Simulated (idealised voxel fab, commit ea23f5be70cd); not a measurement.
You're looking at the process module voxel ribs on slabs.
It is cross-section cut that appears here, measuring 260 nm in width, its square cells being 5 nm in size.
The cross-sections in this document take the form of a grid made of square cells. They are written out as bands, in order from top to bottom. Each band consists of one or more rows of cells. The band entry comprises the height of the band's top followed by the height of its bottom, expressed in nm, and subsequently the band's materials from left to right, each stated together with its width in nm. Where a single material is marked with the word "throughout", that material fills the band from edge to edge. The word "blank" represents empty space. We count height from 0. Below that, the starting wafer is all one material. The lowest band never ends at the bottom but goes on down; see "from 0 down" for how that is written. Think of "30 to 40" as a width that walks from the first number to the second as you go down the band, top row to bottom row, taking equal-sized steps from row to row. "nothing different", as given for a step, is the statement that not any cell of the cross-section underwent a change during that step. Closed empty spaces (no open way to the top) of 8 cells or more are what "Closed internal voids" lists, each as width x height at distance from the left edge, nm for all three. It should be noted that, on the line of a given step, the content following the step's settings is a remark produced by the simulator itself with respect to that step. overlay nm: mask offset rightward from planned place, masked step; negative means leftward offset.

### This section lists the process steps that were planned
- 1: op RECEIVE | material Si
- 2: op DIRECTIONAL_DEP | material SiO2 | thk nm 30
- 3: op DIRECTIONAL_DEP | material SiN | thk nm 20
- 4: op DIRECTIONAL_DEP | material aC | thk nm 10
- 5: op PATTERN | tone cover | mask id RIB | material resist | width nm 20 | thk nm 25 | overlay nm 0
- 6: op DIRECTIONAL_ETCH | etch materials aC | depth nm 10
- 7: op STRIP | etch materials resist
- 8: op DIRECTIONAL_ETCH | etch materials SiN | depth nm 5
- 9: op STRIP | etch materials aC
- 10: op PATTERN | tone cover | mask id SLAB | material resist | width nm 70 | thk nm 15 | overlay nm 0
- 11: op DIRECTIONAL_ETCH | etch materials SiN | depth nm 15
- 12: op STRIP | etch materials resist
- 13: op FILL_DEP | material SiO2 | thk nm 30
- 14: op CMP | height nm 70
- 15: op DIRECTIONAL_DEP | material TiN | thk nm 5
- 16: op MASKED_ETCH | tone cover | mask id HEATER | width nm 30 | etch materials TiN | depth nm 5 | overlay nm 0
- 17: op CONFORMAL_DEP | material SiO2 | thk nm 5

### Cross-section of the incoming wafer, state after step 1
  from 0 down | Si throughout
  Closed internal voids: none

### End-of-module cross-section. Starting structure and process plan as above; one mistake made in running it
  from 80 to 75 | 105 nm blank | 40 nm SiO2 | 115 nm blank
  from 75 to 70 | 110 nm SiO2 | 30 nm TiN | 120 nm SiO2
  from 70 to 50 | SiO2 throughout
  from 50 to 45 | 120 nm SiO2 | 20 nm SiN | 120 nm SiO2
  from 45 to 30 | 95 nm SiO2 | 70 nm SiN | 95 nm SiO2
  from 30 to 0 | SiO2 throughout
  from 0 down | Si throughout
  Closed internal voids: none
What was done differently from what was planned? step 16 did not happen as planned, as run it was op MASKED_ETCH | tone cover | mask id HEATER | width nm 30 | etch materials TiN | depth nm 5 | overlay nm -5
